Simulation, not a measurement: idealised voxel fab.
This is a process module. Its name is voxel plated lines.
Cross-section cut spans 180 nm and uses square cells 5 nm in size.
A cross-section in this document is a grid of square cells, and it is written down as bands, the top band listed before the ones below it; a band is made up of one or more rows of cells.
Read a band's entry like this: the first values are the height of its top and the height of its bottom in nm, and what follows is the sequence of materials from left to right, each with its width in nm. Note that "air" is empty space, and that a single material marked "all across" reaches across the band from edge to edge.
A quick word on heights: they are counted from 0, and under that level the wafer as it came to us is one material throughout. The lowest band is different from the rest in having no bottom; it simply continues downward, written as in "0 nm and below".
So if you see something like "30 to 40" for the width, read it as the top row of the band sitting at the first number and the bottom row at the second, with every row in between moving by the same amount as the last.
The cross-section has no changed cell in any step marked "remains unaltered".
The label "Sealed void list" introduces a list of the empty spaces, 8 cells or larger, that have no open way up to the top; each entry in it reads width x height at distance, where the distance is taken from the left edge and all three are stated in nm.
Past the settings on a step's line: simulator remark, on that step.
For masked steps, "overlay nm" on the step line gives how far right of plan the mask actually lay; a minus sign means it lay to the left.

The process steps that were planned are listed below
| 1 | RECEIVE [material Si] |
| 2 | CONFORMAL_DEP [material SiN] [thk nm 10] |
| 3 | DIRECTIONAL_DEP [material TiN] [thk nm 5] |
| 4 | PATTERN [tone open] [mask id LINES] [material resist] [width nm 15] [pitch nm 40] [thk nm 30] [overlay nm 0] |
| 5 | EPI [material Ru] [thk nm 10] |
| 6 | EPI [material Ru] [thk nm 10] |
| 7 | STRIP [etch materials resist] |
| 8 | DIRECTIONAL_ETCH [etch materials TiN] [depth nm 5] |
| 9 | CONFORMAL_DEP [material SiCN] [thk nm 10] |

Cross-section: wafer on arrival = after step 1
- 0 nm and below | Si all across
- Sealed void list: none

The plan above was carried out on the starting structure above with one mistake, and this cross-section shows the wafer at the end of the module
- 45 nm to 35 nm | air (20) / SiCN (35) / air (5) / SiCN (35) / air (5) / SiCN (35) / air (5) / SiCN (35) / air (5)
- 35 nm to 20 nm | air (20) / SiCN (10) / Ru (15) / SiCN (10) / air (5) / SiCN (10) / Ru (15) / SiCN (10) / air (5) / SiCN (10) / Ru (15) / SiCN (10) / air (5) / SiCN (10) / Ru (15) / SiCN (10) / air (5)
- 20 nm to 15 nm | SiCN (30) / Ru (15) / SiCN (25) / Ru (15) / SiCN (25) / Ru (15) / SiCN (25) / Ru (15) / SiCN (15)
- 15 nm to 10 nm | SiCN (30) / TiN (15) / SiCN (25) / TiN (15) / SiCN (25) / TiN (15) / SiCN (25) / TiN (15) / SiCN (15)
- 10 nm to 0 nm | SiN all across
- 0 nm and below | Si all across
- Sealed void list: none
The mistake made against the process plan was this: it should be noted that step 4 was executed with settings other than those planned, the operation and settings actually applied being PATTERN [tone open] [mask id LINES] [material resist] [width nm 15] [pitch nm 40] [thk nm 30] [overlay nm 10]
